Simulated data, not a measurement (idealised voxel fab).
A process module follows: voxel fin reveal.
In the cross-section labelled cut, the width is 190 nm and each square cell is 5 nm.
Square cells in a grid make up a cross-section in this document, and the grid is given as bands, listed from the top down, each one or more rows of cells.
It is stipulated that each band's entry specify, in nanometres, the height of the top of the band and then that of its bottom, followed by the materials of the band in left-to-right sequence, each together with its width in nanometres. A single material marked by the word "full width" is understood to fill the band from edge to edge; the word "empty" is understood to denote empty space.
Heads up on the height convention: 0 is the point under which the incoming wafer is all one material, and the lowest band has no bottom, it just keeps going down, like "z 0 and below".
Per-row width for "30->40": begins at first number (top row of band), ends at second number (bottom row), increment between rows held constant.
A step reported as "remains unaltered" is a step in which no cell of the cross-section changed.
What "Closed voids list" gives you is every empty space of 8 cells or more that is cut off from the top. Each appears as width x height at distance, with the distance taken from the left edge and width, height and distance all in nm.
Step line, after settings: the simulator's comment on this step.
"overlay nm" answers the question of how far to the right of plan the mask lay on a step that has a mask, and when it is negative the answer is to the left.
Intended process steps
| 1 | RECEIVE [material Si] |
| 2 | CONFORMAL_DEP [material SiN] [thk nm 5] |
| 3 | MASKED_ETCH [tone cover] [mask id FINS] [width nm 15] [pitch nm 40] [etch materials SiN] [depth nm 5] [overlay nm 0] |
| 4 | MASKED_ETCH [tone cover] [mask id FINS] [width nm 15] [pitch nm 40] [etch materials Si] [depth nm 35] [overlay nm 0] |
| 5 | OXIDIZE [depth nm 5] |
| 6 | FILL_DEP [material SiO2] [thk nm 15] |
| 7 | CMP [height nm 5] |
| 8 | SELECTIVE_ETCH [etch materials SiO2] [depth nm 15] |
| 9 | STRIP [etch materials SiN] |
Delivered wafer in cross-section: state after step 1
	z 0 and below | Si full width
	Closed voids list: none
Here's the wafer cut in cross-section after the module, started and planned just like above, except one thing was done wrong in the run
	z 0 to -10 | empty=30->25  Si=5->10  empty=35->30  Si=5->10  empty=35->30  Si=5->10  empty=35->30  Si=5->10  empty=35
	z -10 to -40 | SiO2=25  Si=10  SiO2=30  Si=10  SiO2=30  Si=10  SiO2=30  Si=10  SiO2=35
	z -40 and below | Si full width
	Closed voids list: none
What was the processing mistake? step 4 was processed under conditions differing from the plan, specifically as MASKED_ETCH [tone cover] [mask id FINS] [width nm 15] [pitch nm 40] [etch materials Si] [depth nm 35] [overlay nm -5]
